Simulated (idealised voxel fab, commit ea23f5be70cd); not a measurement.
Process module, titled voxel wiring stack
Section shown: cut. Width: 290 nm. Cell size: 5 nm, square.
Cross-sections here: square-cell grids, written as top-down lists of bands, a band being one or more rows of cells. Heads up on the band format: heights come first, top then bottom, in nm. After that it's the materials left to right, each with its width in nm. A single material flagged "everywhere" fills the whole band edge to edge, and "blank" means there's empty space there. Heights are reckoned from 0. Under this level, the received wafer is all of one material. The bottommost band is open-ended downward, for example "0 nm and below". With a width like "30 to 40", each row of cells in the band differs from the next by the same amount, the top row carrying the first number and the bottom row the second. Where a step carries "left unchanged", the cross-section came out of it unchanged, cell for cell. The list in "Closed-off voids" covers empty spaces of 8 cells or more that cannot reach the top through any open way, and it gives each as width x height at distance; the distance is from the left edge, and width, height and distance are in nm. The remark found on a step's line after its settings is issued by the simulator itself and pertains to that step. overlay nm: on a step with a mask, how far right of its planned place the mask lay; negative means left.

plan
1) RECEIVE (material Si)
2) CONFORMAL_DEP (material SiO2; thk nm 15)
3) CONFORMAL_DEP (material SiCN; thk nm 5)
4) DIRECTIONAL_DEP (material lowk; thk nm 20)
5) DIRECTIONAL_DEP (material aC; thk nm 10)
6) PATTERN (tone open; mask id METAL_1; material resist; width nm 30; pitch nm 45; thk nm 25; overlay nm 0)
7) DIRECTIONAL_ETCH (etch materials aC; depth nm 10)
8) STRIP (etch materials resist)
9) DIRECTIONAL_ETCH (etch materials lowk; depth nm 20)
10) DIRECTIONAL_ETCH (etch materials SiCN; depth nm 5)
11) STRIP (etch materials aC)
12) CONFORMAL_DEP (material TiN; thk nm 5)
13) FILL_DEP (material Cu; thk nm 10)
14) CMP (height nm 40)
15) CONFORMAL_DEP (material SiCN; thk nm 5)
16) DIRECTIONAL_DEP (material SiO2; thk nm 15)
17) PATTERN (tone open; mask id PLUG_1; material resist; width nm 15; pitch nm 45; thk nm 15; overlay nm 0)
18) DIRECTIONAL_ETCH (etch materials SiO2; depth nm 15)
19) DIRECTIONAL_ETCH (etch materials SiCN; depth nm 5)
20) STRIP (etch materials resist)
21) EPI (material Ru; thk nm 10)
22) EPI (material Ru; thk nm 10)
23) CONFORMAL_DEP (material SiCN; thk nm 5)
24) DIRECTIONAL_DEP (material lowk; thk nm 20)
25) MASKED_ETCH (tone open; mask id METAL_2; width nm 30; pitch nm 45; etch materials lowk; depth nm 20; overlay nm 0)
26) MASKED_ETCH (tone open; mask id METAL_2; width nm 30; pitch nm 45; etch materials SiCN; depth nm 5; overlay nm 0)
27) CONFORMAL_DEP (material TiN; thk nm 5)
28) FILL_DEP (material W; thk nm 10)
29) CMP (height nm 85)
30) CONFORMAL_DEP (material SiCN; thk nm 5)
31) DIRECTIONAL_DEP (material lowk; thk nm 25)
32) PATTERN (tone open; mask id METAL_3_HOLES; material resist; width nm 15; pitch nm 90; thk nm 15; overlay nm 0)
33) DIRECTIONAL_ETCH (etch materials lowk; depth nm 25)
34) STRIP (etch materials resist)
35) DIRECTIONAL_DEP (material aC; thk nm 15)
36) PATTERN (tone open; mask id METAL_3; material resist; width nm 30; pitch nm 45; thk nm 35; overlay nm 0)
37) DIRECTIONAL_ETCH (etch materials aC; depth nm 15)
38) STRIP (etch materials resist)
39) DIRECTIONAL_ETCH (etch materials lowk; depth nm 15)
40) DIRECTIONAL_ETCH (etch materials SiCN; depth nm 5)
41) STRIP (etch materials aC)
42) CONFORMAL_DEP (material TiN; thk nm 5)
43) FILL_DEP (material Cu; thk nm 5)
44) CMP (height nm 115)
45) CONFORMAL_DEP (material SiCN; thk nm 5)

Concerning the first of two wafers, which was run in accordance with the plan

As received (post step 1): cross-section
* 0 nm and below: Si everywhere
* Closed-off voids: none

You're looking at a cross-section of the wafer after step 2
* 15 nm to 0 nm: SiO2 everywhere
* Unchanged below 0.

You're looking at a cross-section of the wafer after step 3
* 20 nm to 15 nm: SiCN everywhere
* Unchanged below 15.

You're looking at a cross-section of the wafer after step 4
* 40 nm to 20 nm: lowk everywhere
* Unchanged below 20.

You're looking at a cross-section of the wafer after step 5
* 50 nm to 40 nm: aC everywhere
* Unchanged below 40.

You're looking at a cross-section of the wafer after step 6
* 75 nm to 50 nm: resist: 60, blank: 30, resist: 15, blank: 30, resist: 15, blank: 30, resist: 15, blank: 30, resist: 65
* Unchanged below 50.

You're looking at a cross-section of the wafer after step 7
* 65 nm to 50 nm: resist: 60, blank: 30, resist: 15, blank: 30, resist: 15, blank: 30, resist: 15, blank: 30, resist: 65
* 50 nm to 40 nm: aC: 60, blank: 30, aC: 15, blank: 30, aC: 15, blank: 30, aC: 15, blank: 30, aC: 65
* Unchanged below 40.

You're looking at a cross-section of the wafer after step 8
* 50 nm to 40 nm: aC: 60, blank: 30, aC: 15, blank: 30, aC: 15, blank: 30, aC: 15, blank: 30, aC: 65
* Unchanged below 40.

You're looking at a cross-section of the wafer after step 9
* 50 nm to 40 nm: aC: 60, blank: 30, aC: 15, blank: 30, aC: 15, blank: 30, aC: 15, blank: 30, aC: 65
* 40 nm to 20 nm: lowk: 60, blank: 30, lowk: 15, blank: 30, lowk: 15, blank: 30, lowk: 15, blank: 30, lowk: 65
* Unchanged below 20.

You're looking at a cross-section of the wafer after step 10
* 50 nm to 40 nm: aC: 60, blank: 30, aC: 15, blank: 30, aC: 15, blank: 30, aC: 15, blank: 30, aC: 65
* 40 nm to 20 nm: lowk: 60, blank: 30, lowk: 15, blank: 30, lowk: 15, blank: 30, lowk: 15, blank: 30, lowk: 65
* 20 nm to 15 nm: SiCN: 60, blank: 30, SiCN: 15, blank: 30, SiCN: 15, blank: 30, SiCN: 15, blank: 30, SiCN: 65
* Unchanged below 15.

You're looking at a cross-section of the wafer after step 11
* 40 nm to 20 nm: lowk: 60, blank: 30, lowk: 15, blank: 30, lowk: 15, blank: 30, lowk: 15, blank: 30, lowk: 65
* Unchanged below 20.

You're looking at a cross-section of the wafer after step 12
* 45 nm to 40 nm: TiN: 65, blank: 20, TiN: 25, blank: 20, TiN: 25, blank: 20, TiN: 25, blank: 20, TiN: 70
* 40 nm to 20 nm: lowk: 60, TiN: 5, blank: 20, TiN: 5, lowk: 15, TiN: 5, blank: 20, TiN: 5, lowk: 15, TiN: 5, blank: 20, TiN: 5, lowk: 15, TiN: 5, blank: 20, TiN: 5, lowk: 65
* 20 nm to 15 nm: SiCN: 60, TiN: 30, SiCN: 15, TiN: 30, SiCN: 15, TiN: 30, SiCN: 15, TiN: 30, SiCN: 65
* Unchanged below 15.

You're looking at a cross-section of the wafer after step 13
* 55 nm to 45 nm: Cu everywhere
* 45 nm to 40 nm: TiN: 65, Cu: 20, TiN: 25, Cu: 20, TiN: 25, Cu: 20, TiN: 25, Cu: 20, TiN: 70
* 40 nm to 20 nm: lowk: 60, TiN: 5, Cu: 20, TiN: 5, lowk: 15, TiN: 5, Cu: 20, TiN: 5, lowk: 15, TiN: 5, Cu: 20, TiN: 5, lowk: 15, TiN: 5, Cu: 20, TiN: 5, lowk: 65
* Unchanged below 20.

You're looking at a cross-section of the wafer after step 14
* 40 nm to 20 nm: lowk: 60, TiN: 5, Cu: 20, TiN: 5, lowk: 15, TiN: 5, Cu: 20, TiN: 5, lowk: 15, TiN: 5, Cu: 20, TiN: 5, lowk: 15, TiN: 5, Cu: 20, TiN: 5, lowk: 65
* Unchanged below 20.

You're looking at a cross-section of the wafer after step 15
* 45 nm to 40 nm: SiCN everywhere
* Unchanged below 40.

You're looking at a cross-section of the wafer after step 16
* 60 nm to 45 nm: SiO2 everywhere
* Unchanged below 45.

You're looking at a cross-section of the wafer after step 17
* 75 nm to 60 nm: resist: 60, blank: 15, resist: 30, blank: 15, resist: 30, blank: 15, resist: 30, blank: 15, resist: 80
* Unchanged below 60.

You're looking at a cross-section of the wafer after step 18
* 75 nm to 60 nm: resist: 60, blank: 15, resist: 30, blank: 15, resist: 30, blank: 15, resist: 30, blank: 15, resist: 80
* 60 nm to 45 nm: SiO2: 60, blank: 15, SiO2: 30, blank: 15, SiO2: 30, blank: 15, SiO2: 30, blank: 15, SiO2: 80
* Unchanged below 45.

You're looking at a cross-section of the wafer after step 19
* 75 nm to 60 nm: resist: 60, blank: 15, resist: 30, blank: 15, resist: 30, blank: 15, resist: 30, blank: 15, resist: 80
* 60 nm to 45 nm: SiO2: 60, blank: 15, SiO2: 30, blank: 15, SiO2: 30, blank: 15, SiO2: 30, blank: 15, SiO2: 80
* 45 nm to 40 nm: SiCN: 60, blank: 15, SiCN: 30, blank: 15, SiCN: 30, blank: 15, SiCN: 30, blank: 15, SiCN: 80
* Unchanged below 40.

You're looking at a cross-section of the wafer after step 20
* 60 nm to 45 nm: SiO2: 60, blank: 15, SiO2: 30, blank: 15, SiO2: 30, blank: 15, SiO2: 30, blank: 15, SiO2: 80
* Unchanged below 45.

You're looking at a cross-section of the wafer after step 21
* 60 nm to 50 nm: SiO2: 60, blank: 15, SiO2: 30, blank: 15, SiO2: 30, blank: 15, SiO2: 30, blank: 15, SiO2: 80
* 50 nm to 45 nm: SiO2: 60, Ru: 15, SiO2: 30, Ru: 15, SiO2: 30, Ru: 15, SiO2: 30, Ru: 15, SiO2: 80
* 45 nm to 40 nm: SiCN: 60, Ru: 15, SiCN: 30, Ru: 15, SiCN: 30, Ru: 15, SiCN: 30, Ru: 15, SiCN: 80
* Unchanged below 40.

You're looking at a cross-section of the wafer after step 22
* 60 nm to 45 nm: SiO2: 60, Ru: 15, SiO2: 30, Ru: 15, SiO2: 30, Ru: 15, SiO2: 30, Ru: 15, SiO2: 80
* Unchanged below 45.

You're looking at a cross-section of the wafer after step 23
* 65 nm to 60 nm: SiCN everywhere
* Unchanged below 60.

You're looking at a cross-section of the wafer after step 24
* 85 nm to 65 nm: lowk everywhere
* Unchanged below 65.

You're looking at a cross-section of the wafer after step 25
* 85 nm to 65 nm: lowk: 60, blank: 30, lowk: 15, blank: 30, lowk: 15, blank: 30, lowk: 15, blank: 30, lowk: 65
* Unchanged below 65.

You're looking at a cross-section of the wafer after step 26
* 85 nm to 65 nm: lowk: 60, blank: 30, lowk: 15, blank: 30, lowk: 15, blank: 30, lowk: 15, blank: 30, lowk: 65
* 65 nm to 60 nm: SiCN: 60, blank: 30, SiCN: 15, blank: 30, SiCN: 15, blank: 30, SiCN: 15, blank: 30, SiCN: 65
* Unchanged below 60.

You're looking at a cross-section of the wafer after step 27
* 90 nm to 85 nm: TiN: 65, blank: 20, TiN: 25, blank: 20, TiN: 25, blank: 20, TiN: 25, blank: 20, TiN: 70
* 85 nm to 65 nm: lowk: 60, TiN: 5, blank: 20, TiN: 5, lowk: 15, TiN: 5, blank: 20, TiN: 5, lowk: 15, TiN: 5, blank: 20, TiN: 5, lowk: 15, TiN: 5, blank: 20, TiN: 5, lowk: 65
* 65 nm to 60 nm: SiCN: 60, TiN: 30, SiCN: 15, TiN: 30, SiCN: 15, TiN: 30, SiCN: 15, TiN: 30, SiCN: 65
* Unchanged below 60.

You're looking at a cross-section of the wafer after step 28
* 100 nm to 90 nm: W everywhere
* 90 nm to 85 nm: TiN: 65, W: 20, TiN: 25, W: 20, TiN: 25, W: 20, TiN: 25, W: 20, TiN: 70
* 85 nm to 65 nm: lowk: 60, TiN: 5, W: 20, TiN: 5, lowk: 15, TiN: 5, W: 20, TiN: 5, lowk: 15, TiN: 5, W: 20, TiN: 5, lowk: 15, TiN: 5, W: 20, TiN: 5, lowk: 65
* Unchanged below 65.

You're looking at a cross-section of the wafer after step 29
* 85 nm to 65 nm: lowk: 60, TiN: 5, W: 20, TiN: 5, lowk: 15, TiN: 5, W: 20, TiN: 5, lowk: 15, TiN: 5, W: 20, TiN: 5, lowk: 15, TiN: 5, W: 20, TiN: 5, lowk: 65
* Unchanged below 65.

You're looking at a cross-section of the wafer after step 30
* 90 nm to 85 nm: SiCN everywhere
* Unchanged below 85.

You're looking at a cross-section of the wafer after step 31
* 115 nm to 90 nm: lowk everywhere
* Unchanged below 90.

You're looking at a cross-section of the wafer after step 32
* 130 nm to 115 nm: resist: 60, blank: 15, resist: 75, blank: 15, resist: 125
* Unchanged below 115.

You're looking at a cross-section of the wafer after step 33
* 130 nm to 115 nm: resist: 60, blank: 15, resist: 75, blank: 15, resist: 125
* 115 nm to 90 nm: lowk: 60, blank: 15, lowk: 75, blank: 15, lowk: 125
* Unchanged below 90.

You're looking at a cross-section of the wafer after step 34
* 115 nm to 90 nm: lowk: 60, blank: 15, lowk: 75, blank: 15, lowk: 125
* Unchanged below 90.

You're looking at a cross-section of the wafer after step 35
* 130 nm to 115 nm: aC: 60, blank: 15, aC: 75, blank: 15, aC: 125
* 115 nm to 105 nm: lowk: 60, blank: 15, lowk: 75, blank: 15, lowk: 125
* 105 nm to 90 nm: lowk: 60, aC: 15, lowk: 75, aC: 15, lowk: 125
* Unchanged below 90.

You're looking at a cross-section of the wafer after step 36
* 165 nm to 130 nm: resist: 60, blank: 30, resist: 15, blank: 30, resist: 15, blank: 30, resist: 15, blank: 30, resist: 65
* Unchanged below 130.

You're looking at a cross-section of the wafer after step 37
* 150 nm to 130 nm: resist: 60, blank: 30, resist: 15, blank: 30, resist: 15, blank: 30, resist: 15, blank: 30, resist: 65
* 130 nm to 115 nm: aC: 60, blank: 30, aC: 15, blank: 30, aC: 15, blank: 30, aC: 15, blank: 30, aC: 65
* 115 nm to 90 nm: lowk: 60, blank: 15, lowk: 75, blank: 15, lowk: 125
* Unchanged below 90.

You're looking at a cross-section of the wafer after step 38
* 130 nm to 115 nm: aC: 60, blank: 30, aC: 15, blank: 30, aC: 15, blank: 30, aC: 15, blank: 30, aC: 65
* Unchanged below 115.

You're looking at a cross-section of the wafer after step 39
* 130 nm to 115 nm: aC: 60, blank: 30, aC: 15, blank: 30, aC: 15, blank: 30, aC: 15, blank: 30, aC: 65
* 115 nm to 100 nm: lowk: 60, blank: 30, lowk: 15, blank: 30, lowk: 15, blank: 30, lowk: 15, blank: 30, lowk: 65
* Unchanged below 100.

You're looking at a cross-section of the wafer after step 40
* 130 nm to 115 nm: aC: 60, blank: 30, aC: 15, blank: 30, aC: 15, blank: 30, aC: 15, blank: 30, aC: 65
* 115 nm to 100 nm: lowk: 60, blank: 30, lowk: 15, blank: 30, lowk: 15, blank: 30, lowk: 15, blank: 30, lowk: 65
* 100 nm to 90 nm: lowk: 60, blank: 15, lowk: 75, blank: 15, lowk: 125
* 90 nm to 85 nm: SiCN: 60, blank: 15, SiCN: 75, blank: 15, SiCN: 125
* Unchanged below 85.

You're looking at a cross-section of the wafer after step 41
* 115 nm to 100 nm: lowk: 60, blank: 30, lowk: 15, blank: 30, lowk: 15, blank: 30, lowk: 15, blank: 30, lowk: 65
* Unchanged below 100.

You're looking at a cross-section of the wafer after step 42
* 120 nm to 115 nm: TiN: 65, blank: 20, TiN: 25, blank: 20, TiN: 25, blank: 20, TiN: 25, blank: 20, TiN: 70
* 115 nm to 105 nm: lowk: 60, TiN: 5, blank: 20, TiN: 5, lowk: 15, TiN: 5, blank: 20, TiN: 5, lowk: 15, TiN: 5, blank: 20, TiN: 5, lowk: 15, TiN: 5, blank: 20, TiN: 5, lowk: 65
* 105 nm to 100 nm: lowk: 60, TiN: 5, blank: 5, TiN: 20, lowk: 15, TiN: 30, lowk: 15, TiN: 5, blank: 5, TiN: 20, lowk: 15, TiN: 30, lowk: 65
* 100 nm to 90 nm: lowk: 60, TiN: 5, blank: 5, TiN: 5, lowk: 75, TiN: 5, blank: 5, TiN: 5, lowk: 125
* 90 nm to 85 nm: SiCN: 60, TiN: 15, SiCN: 75, TiN: 15, SiCN: 125
* Unchanged below 85.

You're looking at a cross-section of the wafer after step 43
* 125 nm to 120 nm: Cu everywhere
* 120 nm to 115 nm: TiN: 65, Cu: 20, TiN: 25, Cu: 20, TiN: 25, Cu: 20, TiN: 25, Cu: 20, TiN: 70
* 115 nm to 105 nm: lowk: 60, TiN: 5, Cu: 20, TiN: 5, lowk: 15, TiN: 5, Cu: 20, TiN: 5, lowk: 15, TiN: 5, Cu: 20, TiN: 5, lowk: 15, TiN: 5, Cu: 20, TiN: 5, lowk: 65
* 105 nm to 100 nm: lowk: 60, TiN: 5, Cu: 5, TiN: 20, lowk: 15, TiN: 30, lowk: 15, TiN: 5, Cu: 5, TiN: 20, lowk: 15, TiN: 30, lowk: 65
* 100 nm to 90 nm: lowk: 60, TiN: 5, Cu: 5, TiN: 5, lowk: 75, TiN: 5, Cu: 5, TiN: 5, lowk: 125
* Unchanged below 90.

You're looking at a cross-section of the wafer after step 44
* 115 nm to 105 nm: lowk: 60, TiN: 5, Cu: 20, TiN: 5, lowk: 15, TiN: 5, Cu: 20, TiN: 5, lowk: 15, TiN: 5, Cu: 20, TiN: 5, lowk: 15, TiN: 5, Cu: 20, TiN: 5, lowk: 65
* Unchanged below 105.

You're looking at a cross-section of the wafer after step 45
* 120 nm to 115 nm: SiCN everywhere
* Unchanged below 115.

Now the other wafer: same start, same recipe, but we messed up one thing when running it. Up to and including step 29 it's the same as the first one

The second wafer in cross-section, at the planned close of step 30
* 100 nm to 85 nm: SiCN everywhere
* Unchanged below 85.

The second wafer in cross-section, at the planned close of step 31
* 125 nm to 100 nm: lowk everywhere
* Unchanged below 100.

The second wafer in cross-section, at the planned close of step 32
* 140 nm to 125 nm: resist: 60, blank: 15, resist: 75, blank: 15, resist: 125
* Unchanged below 125.

The second wafer in cross-section, at the planned close of step 33
* 140 nm to 125 nm: resist: 60, blank: 15, resist: 75, blank: 15, resist: 125
* 125 nm to 100 nm: lowk: 60, blank: 15, lowk: 75, blank: 15, lowk: 125
* Unchanged below 100.

The second wafer in cross-section, at the planned close of step 34
* 125 nm to 100 nm: lowk: 60, blank: 15, lowk: 75, blank: 15, lowk: 125
* Unchanged below 100.

The second wafer in cross-section, at the planned close of step 35
* 140 nm to 125 nm: aC: 60, blank: 15, aC: 75, blank: 15, aC: 125
* 125 nm to 115 nm: lowk: 60, blank: 15, lowk: 75, blank: 15, lowk: 125
* 115 nm to 100 nm: lowk: 60, aC: 15, lowk: 75, aC: 15, lowk: 125
* Unchanged below 100.

The second wafer in cross-section, at the planned close of step 36
* 175 nm to 140 nm: resist: 60, blank: 30, resist: 15, blank: 30, resist: 15, blank: 30, resist: 15, blank: 30, resist: 65
* Unchanged below 140.

The second wafer in cross-section, at the planned close of step 37
* 160 nm to 140 nm: resist: 60, blank: 30, resist: 15, blank: 30, resist: 15, blank: 30, resist: 15, blank: 30, resist: 65
* 140 nm to 125 nm: aC: 60, blank: 30, aC: 15, blank: 30, aC: 15, blank: 30, aC: 15, blank: 30, aC: 65
* 125 nm to 100 nm: lowk: 60, blank: 15, lowk: 75, blank: 15, lowk: 125
* Unchanged below 100.

The second wafer in cross-section, at the planned close of step 38
* 140 nm to 125 nm: aC: 60, blank: 30, aC: 15, blank: 30, aC: 15, blank: 30, aC: 15, blank: 30, aC: 65
* Unchanged below 125.

The second wafer in cross-section, at the planned close of step 39
* 140 nm to 125 nm: aC: 60, blank: 30, aC: 15, blank: 30, aC: 15, blank: 30, aC: 15, blank: 30, aC: 65
* 125 nm to 110 nm: lowk: 60, blank: 30, lowk: 15, blank: 30, lowk: 15, blank: 30, lowk: 15, blank: 30, lowk: 65
* Unchanged below 110.

The second wafer in cross-section, at the planned close of step 40
* 140 nm to 125 nm: aC: 60, blank: 30, aC: 15, blank: 30, aC: 15, blank: 30, aC: 15, blank: 30, aC: 65
* 125 nm to 110 nm: lowk: 60, blank: 30, lowk: 15, blank: 30, lowk: 15, blank: 30, lowk: 15, blank: 30, lowk: 65
* 110 nm to 100 nm: lowk: 60, blank: 15, lowk: 75, blank: 15, lowk: 125
* 100 nm to 95 nm: SiCN: 60, blank: 15, SiCN: 75, blank: 15, SiCN: 125
* Unchanged below 95.

The second wafer in cross-section, at the planned close of step 41
* 125 nm to 110 nm: lowk: 60, blank: 30, lowk: 15, blank: 30, lowk: 15, blank: 30, lowk: 15, blank: 30, lowk: 65
* Unchanged below 110.

The second wafer in cross-section, at the planned close of step 42
* 130 nm to 125 nm: TiN: 65, blank: 20, TiN: 25, blank: 20, TiN: 25, blank: 20, TiN: 25, blank: 20, TiN: 70
* 125 nm to 115 nm: lowk: 60, TiN: 5, blank: 20, TiN: 5, lowk: 15, TiN: 5, blank: 20, TiN: 5, lowk: 15, TiN: 5, blank: 20, TiN: 5, lowk: 15, TiN: 5, blank: 20, TiN: 5, lowk: 65
* 115 nm to 110 nm: lowk: 60, TiN: 5, blank: 5, TiN: 20, lowk: 15, TiN: 30, lowk: 15, TiN: 5, blank: 5, TiN: 20, lowk: 15, TiN: 30, lowk: 65
* 110 nm to 100 nm: lowk: 60, TiN: 5, blank: 5, TiN: 5, lowk: 75, TiN: 5, blank: 5, TiN: 5, lowk: 125
* 100 nm to 95 nm: SiCN: 60, TiN: 15, SiCN: 75, TiN: 15, SiCN: 125
* Unchanged below 95.

The second wafer in cross-section, at the planned close of step 43
* 135 nm to 130 nm: Cu everywhere
* 130 nm to 125 nm: TiN: 65, Cu: 20, TiN: 25, Cu: 20, TiN: 25, Cu: 20, TiN: 25, Cu: 20, TiN: 70
* 125 nm to 115 nm: lowk: 60, TiN: 5, Cu: 20, TiN: 5, lowk: 15, TiN: 5, Cu: 20, TiN: 5, lowk: 15, TiN: 5, Cu: 20, TiN: 5, lowk: 15, TiN: 5, Cu: 20, TiN: 5, lowk: 65
* 115 nm to 110 nm: lowk: 60, TiN: 5, Cu: 5, TiN: 20, lowk: 15, TiN: 30, lowk: 15, TiN: 5, Cu: 5, TiN: 20, lowk: 15, TiN: 30, lowk: 65
* 110 nm to 100 nm: lowk: 60, TiN: 5, Cu: 5, TiN: 5, lowk: 75, TiN: 5, Cu: 5, TiN: 5, lowk: 125
* Unchanged below 100.

The second wafer in cross-section, at the planned close of step 44
* 115 nm to 110 nm: lowk: 60, TiN: 5, Cu: 5, TiN: 20, lowk: 15, TiN: 30, lowk: 15, TiN: 5, Cu: 5, TiN: 20, lowk: 15, TiN: 30, lowk: 65
* Unchanged below 110.

The second wafer in cross-section, at the planned close of step 45
* 120 nm to 115 nm: SiCN everywhere
* Unchanged below 115.
The plan and the run diverged here: heads up, step 30 didn't go per plan, it actually ran as CONFORMAL_DEP (material SiCN; thk nm 15)
End of process, cell counts, second wafer against first, materials with more or fewer: Cu: 32 fewer, SiCN: 116 more, TiN: 16 fewer, lowk: 68 fewer
